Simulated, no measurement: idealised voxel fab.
process module | voxel gate over fins
cross-section cut | 205 nm wide | cells 5 nm
A cross-section is a grid of square cells, given in bands from the top down. A band is one or more rows of cells.
Each band's line starts with the height of the band's top and of its bottom, in nm. Then come its materials from left to right, each with its width in nm. One material with "throughout" fills the band from edge to edge. "air" is empty space.
Height 0 is the level under which the wafer as received is all one material. The lowest band goes on downwards, as in "0 down".
A width such as "30 to 40" changes by the same amount from each row of cells to the next, from the band's top row to its bottom row.
"no change" after a step means that no cell of the cross-section changed.
closed voids: empty space of 8 cells or more with no open way to the top, each as width x height at its distance from the left edge, in nm
after a step's settings: what the simulator itself notes on the step
overlay nm, on a step with a mask: how far to the right of its planned place the mask lay; to the left if negative
plan
1 op RECEIVE | material Si
2 op CONFORMAL_DEP | material SiN | thk nm 10
3 op DIRECTIONAL_DEP | material aC | thk nm 10
4 op PATTERN | tone cover | mask id FINS | material resist | width nm 15 | pitch nm 40 | thk nm 25 | overlay nm 0
5 op DIRECTIONAL_ETCH | etch materials aC | depth nm 10
6 op STRIP | etch materials resist
7 op DIRECTIONAL_ETCH | etch materials SiN | depth nm 10
8 op DIRECTIONAL_ETCH | etch materials Si | depth nm 40
9 op STRIP | etch materials aC
10 op OXIDIZE | depth nm 5
11 op FILL_DEP | material SiO2 | thk nm 15
12 op CMP | height nm 10
13 op SELECTIVE_ETCH | etch materials SiO2 | depth nm 20
14 op STRIP | etch materials SiN
15 op CONFORMAL_DEP | material HfO2 | thk nm 5
16 op CONFORMAL_DEP | material TiN | thk nm 5
17 op FILL_DEP | material W | thk nm 10
18 op CMP | height nm 15
19 op CONFORMAL_DEP | material SiCN | thk nm 5
as received, after step 1
  0 down: Si throughout
  closed voids: none
first wafer at the end, as planned
  20 to 15: SiCN throughout
  15 to 10: W throughout
  10 to 5: W 30 | TiN 25 | W 15 | TiN 25 | W 15 | TiN 25 | W 15 | TiN 25 | W 30
  5 to 0: W 30 | TiN 5 | HfO2 15 | TiN 5 | W 15 | TiN 5 | HfO2 15 | TiN 5 | W 15 | TiN 5 | HfO2 15 | TiN 5 | W 15 | TiN 5 | HfO2 15 | TiN 5 | W 30
  0 to -5: TiN 35 | HfO2 5 | Si 5 | HfO2 5 | TiN 25 | HfO2 5 | Si 5 | HfO2 5 | TiN 25 | HfO2 5 | Si 5 | HfO2 5 | TiN 25 | HfO2 5 | Si 5 | HfO2 5 | TiN 35
  -5 to -10: HfO2 40 | Si 5 | HfO2 35 | Si 5 | HfO2 35 | Si 5 | HfO2 35 | Si 5 | HfO2 40
  -10 to -45: SiO2 40 | Si 5 | SiO2 35 | Si 5 | SiO2 35 | Si 5 | SiO2 35 | Si 5 | SiO2 40
  -45 down: Si throughout
  closed voids: none
second wafer at the end: like start, like plan, one mistake
  20 to 15: SiCN throughout
  15 to 10: W throughout
  10 to 5: W 20 | TiN 25 | W 15 | TiN 25 | W 15 | TiN 25 | W 15 | TiN 25 | W 40
  5 to 0: W 20 | TiN 5 | HfO2 15 | TiN 5 | W 15 | TiN 5 | HfO2 15 | TiN 5 | W 15 | TiN 5 | HfO2 15 | TiN 5 | W 15 | TiN 5 | HfO2 15 | TiN 5 | W 40
  0 to -5: TiN 25 | HfO2 5 | Si 5 | HfO2 5 | TiN 25 | HfO2 5 | Si 5 | HfO2 5 | TiN 25 | HfO2 5 | Si 5 | HfO2 5 | TiN 25 | HfO2 5 | Si 5 | HfO2 5 | TiN 45
  -5 to -10: HfO2 30 | Si 5 | HfO2 35 | Si 5 | HfO2 35 | Si 5 | HfO2 35 | Si 5 | HfO2 50
  -10 to -45: SiO2 30 | Si 5 | SiO2 35 | Si 5 | SiO2 35 | Si 5 | SiO2 35 | Si 5 | SiO2 50
  -45 down: Si throughout
  closed voids: none
what went wrong: step 4 ran as: op PATTERN | tone cover | mask id FINS | material resist | width nm 15 | pitch nm 40 | thk nm 25 | overlay nm -10
at the end the second wafer has, in cells: as many of each material as the first, in other places
